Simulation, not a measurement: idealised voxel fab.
Title: Process Module voxel released beams
280 nm wide, 5 nm square cells: that's cross-section cut.
When this document writes out a cross-section, it uses a grid of square cells and lists it as bands, beginning at the top and moving down, with a band standing for one or more rows of cells. The entry gives the band's vertical extent as a top height and a bottom height in nm, then its horizontal make-up as materials from left to right, each with a width in nm. "air" stands for empty space; a single material marked "full width" fills the band edge to edge. Height 0 is the level under which the wafer as received is all one material. The lowest band goes on downwards, as in "z 0 and below". A width given as "30 to 40" starts at the first number in the band's top row and ends at the second number in its bottom row, shifting by an equal amount at every step from row to row. "remained the same" -> step changed no cross-section cell. Under "Sealed internal cavities" you'll find the enclosed gaps, the ones with no way out to the top, that are 8 cells or bigger; each reads width x height at distance, with distance counted from the left edge, everything in nm. Formally, on a step line, whatever follows the settings is a remark that the simulator itself makes on the step. When a step includes a mask, the "overlay nm" setting on its line states how far to the right of its planned place that mask lay, and negative values state how far to the left.

# Steps planned for the process
1: RECEIVE, material Si
2: CONFORMAL_DEP, material SiN, thk nm 10
3: DIRECTIONAL_DEP, material SiO2, thk nm 15
4: MASKED_ETCH, tone open, mask id ANCHOR, width nm 40, etch materials SiO2, depth nm 15, overlay nm 0
5: CONFORMAL_DEP, material W, thk nm 15
6: DIRECTIONAL_DEP, material aC, thk nm 10
7: PATTERN, tone cover, mask id BEAM, material resist, width nm 120, thk nm 25, overlay nm 0
8: DIRECTIONAL_ETCH, etch materials aC, depth nm 10
9: STRIP, etch materials resist
10: DIRECTIONAL_ETCH, etch materials W, depth nm 15
11: STRIP, etch materials aC
12: STRIP, etch materials SiO2

# Cross-section of the wafer as it came to us, i.e., already through step 1
  z 0 and below = Si full width
  Sealed internal cavities: none

# Same starting wafer, same plan as above, one mistake in the execution; this is the cross-section at the end of the module
  z 40 to 25 = air 75 | W 25 | air 10 | W 85 | air 85
  z 25 to 10 = air 85 | W 40 | air 155
  z 10 to 0 = SiN full width
  z 0 and below = Si full width
  Sealed internal cavities: none
Misprocessing identified: for step 4, the planned setting was not used; the step was instead run as MASKED_ETCH, tone open, mask id ANCHOR, width nm 40, etch materials SiO2, depth nm 15, overlay nm 5
